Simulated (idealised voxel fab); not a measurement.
process module | voxel wiring stack
cross-section cut | 200 nm wide | cells 5 nm
A cross-section is a grid of square cells, given in bands from the top down. A band is one or more rows of cells.
Each band's line starts with the height of the band's top and of its bottom, in nm. Then come its materials from left to right, each with its width in nm. One material with "throughout" fills the band from edge to edge. "air" is empty space.
Height 0 is the level under which the wafer as received is all one material. The lowest band goes on downwards, as in "0 down".
A width such as "30 to 40" changes by the same amount from each row of cells to the next, from the band's top row to its bottom row.
"no change" after a step means that no cell of the cross-section changed.
closed voids: empty space of 8 cells or more with no open way to the top, each as width x height at its distance from the left edge, in nm
after a step's settings: what the simulator itself notes on the step
overlay nm, on a step with a mask: how far to the right of its planned place the mask lay; to the left if negative
plan
1 op RECEIVE | material Si
2 op CONFORMAL_DEP | material SiO2 | thk nm 15
3 op DIRECTIONAL_DEP | material TiN | thk nm 5
4 op DIRECTIONAL_DEP | material Ru | thk nm 15
5 op MASKED_ETCH | tone cover | mask id METAL_1 | width nm 25 | pitch nm 50 | etch materials Ru | depth nm 15 | overlay nm 0
6 op MASKED_ETCH | tone cover | mask id METAL_1 | width nm 25 | pitch nm 50 | etch materials TiN | depth nm 5 | overlay nm 0
7 op CONFORMAL_DEP | material SiCN | thk nm 5
8 op FILL_DEP | material SiO2 | thk nm 5
9 op CMP | height nm 35
10 op CONFORMAL_DEP | material SiCN | thk nm 5
11 op DIRECTIONAL_DEP | material SiO2 | thk nm 20
12 op DIRECTIONAL_DEP | material aC | thk nm 10
13 op PATTERN | tone open | mask id PLUG_1 | material resist | width nm 15 | pitch nm 50 | thk nm 25 | overlay nm 0
14 op DIRECTIONAL_ETCH | etch materials aC | depth nm 10
15 op STRIP | etch materials resist
16 op DIRECTIONAL_ETCH | etch materials SiO2 | depth nm 20
17 op DIRECTIONAL_ETCH | etch materials SiCN | depth nm 5
18 op STRIP | etch materials aC
19 op EPI | material Ru | thk nm 10
20 op EPI | material Ru | thk nm 10
21 op EPI | material Ru | thk nm 5
22 op DIRECTIONAL_DEP | material TiN | thk nm 5
23 op DIRECTIONAL_DEP | material Ru | thk nm 20
24 op MASKED_ETCH | tone cover | mask id METAL_2 | width nm 25 | pitch nm 50 | etch materials Ru | depth nm 20 | overlay nm 0
25 op MASKED_ETCH | tone cover | mask id METAL_2 | width nm 25 | pitch nm 50 | etch materials TiN | depth nm 5 | overlay nm 0
26 op CONFORMAL_DEP | material SiN | thk nm 5
27 op FILL_DEP | material SiO2 | thk nm 10
28 op CMP | height nm 85
29 op CONFORMAL_DEP | material SiCN | thk nm 5
30 op DIRECTIONAL_DEP | material lowk | thk nm 15
31 op PATTERN | tone open | mask id PLUG_2 | material resist | width nm 15 | thk nm 15 | overlay nm 0
32 op DIRECTIONAL_ETCH | etch materials lowk | depth nm 15
33 op DIRECTIONAL_ETCH | etch materials SiCN | depth nm 5
34 op STRIP | etch materials resist
35 op CONFORMAL_DEP | material TiN | thk nm 5
36 op FILL_DEP | material Cu | thk nm 10
37 op CMP | height nm 105
38 op DIRECTIONAL_DEP | material TiN | thk nm 5
39 op DIRECTIONAL_DEP | material Ru | thk nm 15
40 op MASKED_ETCH | tone cover | mask id METAL_3 | width nm 25 | pitch nm 50 | etch materials Ru | depth nm 15 | overlay nm -15
41 op MASKED_ETCH | tone cover | mask id METAL_3 | width nm 25 | pitch nm 50 | etch materials TiN | depth nm 5 | overlay nm 0
42 op CONFORMAL_DEP | material SiCN | thk nm 5
43 op FILL_DEP | material lowk | thk nm 10
44 op CMP | height nm 125
45 op CONFORMAL_DEP | material SiCN | thk nm 5
varied across the wafers: overlay nm of step 40. The plan shows the first wafer's value. All wafers start alike
first wafer as received, after step 1
  0 down: Si throughout
  closed voids: none
each wafer at the end: cells of each material gained (+) or lost (-) since it was received, then its closed voids
overlay nm -15 | +3 Cu | +130 Ru | +195 SiCN | +46 SiN | +438 SiO2 | +45 TiN | +183 lowk | closed voids: none
overlay nm -10 | +3 Cu | +130 Ru | +195 SiCN | +46 SiN | +438 SiO2 | +43 TiN | +185 lowk | closed voids: none
overlay nm -5 | +3 Cu | +130 Ru | +195 SiCN | +46 SiN | +438 SiO2 | +41 TiN | +187 lowk | closed voids: none
overlay nm 0 | +3 Cu | +130 Ru | +195 SiCN | +46 SiN | +438 SiO2 | +39 TiN | +189 lowk | closed voids: none
overlay nm 5 | +3 Cu | +130 Ru | +195 SiCN | +46 SiN | +438 SiO2 | +41 TiN | +187 lowk | closed voids: none
overlay nm 10 | +3 Cu | +130 Ru | +195 SiCN | +46 SiN | +438 SiO2 | +43 TiN | +185 lowk | closed voids: none
overlay nm 15 | +3 Cu | +130 Ru | +195 SiCN | +46 SiN | +438 SiO2 | +45 TiN | +183 lowk | closed voids: none
